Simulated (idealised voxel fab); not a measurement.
Process module heading - voxel gate over fins
Cross-sectional view cut (width: 225 nm; square cell size: 5 nm).
A cross-section is a grid of square cells, given in bands from the top down. A band is one or more rows of cells.
Top, bottom (nm), then materials left to right with widths (nm); lone material tagged "edge to edge" fills the whole band edge to edge; "blank" = empty space.
Heights from 0 (as-received wafer is one material below). Bottom band endless downward, as "0 and below".
Width spec "30 to 40" -> top row of cells at first value, bottom row at second value, equal per-row change in between.
The cross-section has no changed cell in any step marked "all unchanged".
Look at "Unvented voids" for the closed voids: empty spaces with no open path to the top, sized 8 cells or up. Each is width x height at distance, distance from the left edge, all nm.
Text after the settings on a step's line: the simulator's own remark on that step.
overlay nm: for a step with a mask, the amount by which the mask lay right of where it was planned; a negative amount means left of it.

## Set out below are the planned steps of the process
1 RECEIVE | material Si
2 CONFORMAL_DEP | material SiN | thk nm 5
3 PATTERN | tone cover | mask id FINS | material resist | width nm 15 | pitch nm 45 | thk nm 15 | overlay nm 0
4 DIRECTIONAL_ETCH | etch materials SiN | depth nm 5
5 DIRECTIONAL_ETCH | etch materials Si | depth nm 30
6 STRIP | etch materials resist
7 OXIDIZE | depth nm 5
8 FILL_DEP | material SiO2 | thk nm 10
9 CMP | height nm 5
10 SELECTIVE_ETCH | etch materials SiO2 | depth nm 20
11 STRIP | etch materials SiN
12 CONFORMAL_DEP | material HfO2 | thk nm 5
13 CONFORMAL_DEP | material TiN | thk nm 5
14 CONFORMAL_DEP | material TiAl | thk nm 5
15 CONFORMAL_DEP | material TiN | thk nm 5
16 FILL_DEP | material W | thk nm 15
17 CMP | height nm 30
18 CONFORMAL_DEP | material SiCN | thk nm 5

## Cross-section of the wafer upon arrival, representing the state reached after step 1
    0 and below = Si edge to edge
    Unvented voids: none

## Cross-section: first of two wafers, module finished, run according to plan
    35 down to 30 = SiCN edge to edge
    30 down to 20 = W edge to edge
    20 down to 15 = W 20 nm | TiN 180 nm | W 25 nm
    15 down to 10 = W 20 nm | TiN 5 nm | TiAl 35 nm | TiN 10 nm | TiAl 35 nm | TiN 10 nm | TiAl 35 nm | TiN 10 nm | TiAl 35 nm | TiN 5 nm | W 25 nm
    10 down to 5 = W 20 nm | TiN 5 nm | TiAl 5 nm | TiN 25 nm | TiAl 5 nm | TiN 10 nm | TiAl 5 nm | TiN 25 nm | TiAl 5 nm | TiN 10 nm | TiAl 5 nm | TiN 25 nm | TiAl 5 nm | TiN 10 nm | TiAl 5 nm | TiN 25 nm | TiAl 5 nm | TiN 5 nm | W 25 nm
    5 down to 0 = TiN 25 nm | TiAl 5 nm | TiN 5 nm | HfO2 15 nm | TiN 5 nm | TiAl 5 nm | TiN 10 nm | TiAl 5 nm | TiN 5 nm | HfO2 15 nm | TiN 5 nm | TiAl 5 nm | TiN 10 nm | TiAl 5 nm | TiN 5 nm | HfO2 15 nm | TiN 5 nm | TiAl 5 nm | TiN 10 nm | TiAl 5 nm | TiN 5 nm | HfO2 15 nm | TiN 5 nm | TiAl 5 nm | TiN 30 nm
    0 down to -5 = TiAl 30 nm | TiN 5 nm | HfO2 5 nm | Si 5 nm | HfO2 5 nm | TiN 5 nm | TiAl 20 nm | TiN 5 nm | HfO2 5 nm | Si 5 nm | HfO2 5 nm | TiN 5 nm | TiAl 20 nm | TiN 5 nm | HfO2 5 nm | Si 5 nm | HfO2 5 nm | TiN 5 nm | TiAl 20 nm | TiN 5 nm | HfO2 5 nm | Si 5 nm | HfO2 5 nm | TiN 5 nm | TiAl 35 nm
    -5 down to -10 = TiN 35 nm | HfO2 5 nm | Si 5 nm | HfO2 5 nm | TiN 30 nm | HfO2 5 nm | Si 5 nm | HfO2 5 nm | TiN 30 nm | HfO2 5 nm | Si 5 nm | HfO2 5 nm | TiN 30 nm | HfO2 5 nm | Si 5 nm | HfO2 5 nm | TiN 40 nm
    -10 down to -15 = HfO2 40 nm | Si 5 nm | HfO2 40 nm | Si 5 nm | HfO2 40 nm | Si 5 nm | HfO2 40 nm | Si 5 nm | HfO2 45 nm
    -15 down to -35 = SiO2 40 nm | Si 5 nm | SiO2 40 nm | Si 5 nm | SiO2 40 nm | Si 5 nm | SiO2 40 nm | Si 5 nm | SiO2 45 nm
    -35 and below = Si edge to edge
    Unvented voids: none

## End of module, second wafer, cross-section. Started like the first, planned like the first, run with one mistake
    35 down to 30 = SiCN edge to edge
    30 down to 20 = W edge to edge
    20 down to 10 = W 20 nm | TiN 180 nm | W 25 nm
    10 down to 5 = W 20 nm | TiN 10 nm | TiAl 25 nm | TiN 20 nm | TiAl 25 nm | TiN 20 nm | TiAl 25 nm | TiN 20 nm | TiAl 25 nm | TiN 10 nm | W 25 nm
    5 down to 0 = TiN 30 nm | TiAl 5 nm | HfO2 15 nm | TiAl 5 nm | TiN 20 nm | TiAl 5 nm | HfO2 15 nm | TiAl 5 nm | TiN 20 nm | TiAl 5 nm | HfO2 15 nm | TiAl 5 nm | TiN 20 nm | TiAl 5 nm | HfO2 15 nm | TiAl 5 nm | TiN 35 nm
    0 down to -5 = TiN 30 nm | TiAl 5 nm | HfO2 5 nm | Si 5 nm | HfO2 5 nm | TiAl 5 nm | TiN 20 nm | TiAl 5 nm | HfO2 5 nm | Si 5 nm | HfO2 5 nm | TiAl 5 nm | TiN 20 nm | TiAl 5 nm | HfO2 5 nm | Si 5 nm | HfO2 5 nm | TiAl 5 nm | TiN 20 nm | TiAl 5 nm | HfO2 5 nm | Si 5 nm | HfO2 5 nm | TiAl 5 nm | TiN 35 nm
    -5 down to -10 = TiAl 35 nm | HfO2 5 nm | Si 5 nm | HfO2 5 nm | TiAl 30 nm | HfO2 5 nm | Si 5 nm | HfO2 5 nm | TiAl 30 nm | HfO2 5 nm | Si 5 nm | HfO2 5 nm | TiAl 30 nm | HfO2 5 nm | Si 5 nm | HfO2 5 nm | TiAl 40 nm
    -10 down to -15 = HfO2 40 nm | Si 5 nm | HfO2 40 nm | Si 5 nm | HfO2 40 nm | Si 5 nm | HfO2 40 nm | Si 5 nm | HfO2 45 nm
    -15 down to -35 = SiO2 40 nm | Si 5 nm | SiO2 40 nm | Si 5 nm | SiO2 40 nm | Si 5 nm | SiO2 40 nm | Si 5 nm | SiO2 45 nm
    -35 and below = Si edge to edge
    Unvented voids: none
What broke from the plan during processing? the executed order of steps 13 and 14 is the reverse of that specified in the plan, each step having taken the other's position
Upon completion, the cell count for each material on the second wafer equals that on the first, whereas the spatial distribution of those cells differs.
